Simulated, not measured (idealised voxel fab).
Herein follows the process module entitled voxel fin reveal.
The figure presents cross-section cut, which has a width of 210 nm and is divided into square cells with an edge length of 5 nm.
Reading order for cross-sections: top band down to bottom band. Underlying form: a grid of square cells. Band size: one or more rows of cells. It is stipulated that each band's entry specify, in nanometres, the height of the top of the band and then that of its bottom, followed by the materials of the band in left-to-right sequence, each together with its width in nanometres. A single material marked by the word "throughout" is understood to fill the band from edge to edge; the word "air" is understood to denote empty space. All heights in this document are referenced to 0, defined as the level beneath which the wafer, as received, consists entirely of one material. The lowest band is not bounded below; it extends indefinitely downward and is written in the form "0 and below". Think of "30..40" as a width that walks from the first number to the second as you go down the band, top row to bottom row, taking equal-sized steps from row to row. No cell of the cross-section changed in a step that is given as "remained unchanged". For the entry "Closed internal cavities", the listed items are empty spaces with no open way to the top whose size is 8 cells or more; each item follows the pattern width x height at distance, where distance is from the left edge and all three are in nm. Formally, on a step line, whatever follows the settings is a remark that the simulator itself makes on the step. For masked steps, "overlay nm" on the step line gives how far right of plan the mask actually lay; a minus sign means it lay to the left.
**Planned step list for the process**
1: RECEIVE [material Si]
2: CONFORMAL_DEP [material SiN] [thk nm 5]
3: PATTERN [tone cover] [mask id FINS] [material resist] [width nm 15] [pitch nm 45] [thk nm 15] [overlay nm 0]
4: DIRECTIONAL_ETCH [etch materials SiN] [depth nm 5]
5: DIRECTIONAL_ETCH [etch materials Si] [depth nm 35]
6: STRIP [etch materials resist]
7: FILL_DEP [material SiO2] [thk nm 15]
8: CMP [height nm 5]
9: SELECTIVE_ETCH [etch materials SiO2] [depth nm 30]
10: STRIP [etch materials SiN]
11: CONFORMAL_DEP [material HfO2] [thk nm 5]
**Cross-section of the wafer as it came to us, i.e., already through step 1**
    0 and below  Si throughout
    Closed internal cavities: none
**Sectioned view, first of two wafers, at the close of the module, processed as intended in the plan**
    5 down to 0  45 of air  25 of HfO2  20 of air  25 of HfO2  20 of air  25 of HfO2  50 of air
    0 down to -20  45 of air  5 of HfO2  15 of Si  5 of HfO2  20 of air  5 of HfO2  15 of Si  5 of HfO2  20 of air  5 of HfO2  15 of Si  5 of HfO2  50 of air
    -20 down to -25  50 of HfO2  15 of Si  30 of HfO2  15 of Si  30 of HfO2  15 of Si  55 of HfO2
    -25 down to -35  50 of SiO2  15 of Si  30 of SiO2  15 of Si  30 of SiO2  15 of Si  55 of SiO2
    -35 and below  Si throughout
    Closed internal cavities: none
**Here's the second of our two wafers sectioned at module end. Same start as the first, same plan, but one mistake got made running it**
    0 down to -25  50 of air  15 of Si  30 of air  15 of Si  30 of air  15 of Si  55 of air
    -25 down to -35  50 of SiO2  15 of Si  30 of SiO2  15 of Si  30 of SiO2  15 of Si  55 of SiO2
    -35 and below  Si throughout
    Closed internal cavities: none
Finding, execution versus plan: step 11 of the plan was omitted and not executed
Heads up, by the end the second wafer has more or fewer cells of some materials compared to the first: HfO2: 72 fewer
